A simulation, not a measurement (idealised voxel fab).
Herein follows the process module entitled voxel double patterning.
Displayed cross-section: cut, width of 190 nm, square cells sized 5 nm.
A cross-section in this document is a grid of square cells, and it is written down as bands, the top band listed before the ones below it; a band is made up of one or more rows of cells. For a band, the entry starts with two heights in nm, that of the top and then that of the bottom, and carries on with the band's materials in order from left to right, each alongside its width in nm; the word "edge to edge" beside a single material means it fills the band edge to edge, and "air" means empty space. Below 0: as-received wafer, all one material; heights counted from there. Lowest band: no bottom, goes on down, written "0 down". You'd read "30..40" like this: the band's top row of cells is as wide as the first number, its bottom row is as wide as the second, and going down, every row changes width by the same amount as the row before did. Where the words "nothing changed" appear for a step, the cross-section shows no cell changed by that step; every cell remained as before. The label "Sealed void inventory" introduces a list of the empty spaces, 8 cells or larger, that have no open way up to the top; each entry in it reads width x height at distance, where the distance is taken from the left edge and all three are stated in nm. Step line, after settings: the simulator's comment on this step. Regarding "overlay nm": on a step with a mask, it is the distance the mask lay to the right of its planned place; a negative value places it to the left.

Steps in the process plan
1. RECEIVE [material Si]
2. CONFORMAL_DEP [material SiO2] [thk nm 5]
3. DIRECTIONAL_DEP [material W] [thk nm 15]
4. DIRECTIONAL_DEP [material SiN] [thk nm 10]
5. MASKED_ETCH [tone open] [mask id FIRST] [width nm 15] [pitch nm 50] [etch materials SiN] [depth nm 10] [overlay nm 0]
6. PATTERN [tone open] [mask id SECOND] [material resist] [width nm 15] [thk nm 20] [overlay nm 0]
7. DIRECTIONAL_ETCH [etch materials SiN] [depth nm 10]
8. STRIP [etch materials resist]
9. DIRECTIONAL_ETCH [etch materials W] [depth nm 15]
10. STRIP [etch materials SiN]

First of two wafers - as planned

The cross-section here shows the wafer as received, i.e. in its state after step 1
    0 down: Si edge to edge
    Sealed void inventory: none

You're looking at a cross-section of the wafer after step 2
    5 to 0: SiO2 edge to edge
    Lower than 0, everything is as it was.

You're looking at a cross-section of the wafer after step 3
    20 to 5: W edge to edge
    Lower than 5, everything is as it was.

You're looking at a cross-section of the wafer after step 4
    30 to 20: SiN edge to edge
    Lower than 20, everything is as it was.

You're looking at a cross-section of the wafer after step 5
    30 to 20: SiN (60) | air (15) | SiN (35) | air (15) | SiN (65)
    Lower than 20, everything is as it was.

You're looking at a cross-section of the wafer after step 6
    50 to 30: resist (85) | air (15) | resist (90)
    30 to 20: SiN (60) | resist (15) | SiN (35) | resist (15) | SiN (65)
    Lower than 20, everything is as it was.

You're looking at a cross-section of the wafer after step 7
    50 to 30: resist (85) | air (15) | resist (90)
    30 to 20: SiN (60) | resist (15) | SiN (10) | air (15) | SiN (10) | resist (15) | SiN (65)
    Lower than 20, everything is as it was.

You're looking at a cross-section of the wafer after step 8
    30 to 20: SiN (60) | air (15) | SiN (10) | air (15) | SiN (10) | air (15) | SiN (65)
    Lower than 20, everything is as it was.

You're looking at a cross-section of the wafer after step 9
    30 to 20: SiN (60) | air (15) | SiN (10) | air (15) | SiN (10) | air (15) | SiN (65)
    20 to 5: W (60) | air (15) | W (10) | air (15) | W (10) | air (15) | W (65)
    Lower than 5, everything is as it was.

You're looking at a cross-section of the wafer after step 10
    20 to 5: W (60) | air (15) | W (10) | air (15) | W (10) | air (15) | W (65)
    Lower than 5, everything is as it was.

Wafer two: like wafer one in start and plan, but with one mistake in execution; identical up to and including step 3

Second wafer profile in section, at the moment step 4 of the plan was meant to be complete
    30 to 5: W edge to edge
    Lower than 5, everything is as it was.

Second wafer profile in section, at the moment step 5 of the plan was meant to be complete: nothing changed

Second wafer profile in section, at the moment step 6 of the plan was meant to be complete
    50 to 30: resist (85) | air (15) | resist (90)
    Lower than 30, everything is as it was.

Second wafer profile in section, at the moment step 7 of the plan was meant to be complete: nothing changed

Second wafer profile in section, at the moment step 8 of the plan was meant to be complete
    30 to 5: W edge to edge
    Lower than 5, everything is as it was.

Second wafer profile in section, at the moment step 9 of the plan was meant to be complete
    15 to 5: W edge to edge
    Lower than 5, everything is as it was.

Second wafer profile in section, at the moment step 10 of the plan was meant to be complete: nothing changed
Error vs. plan: contrary to plan, step 4 was performed as DIRECTIONAL_DEP [material W] [thk nm 10]
FYI, end of process, the second wafer has more or fewer cells of some materials than the first: 11 fewer of W
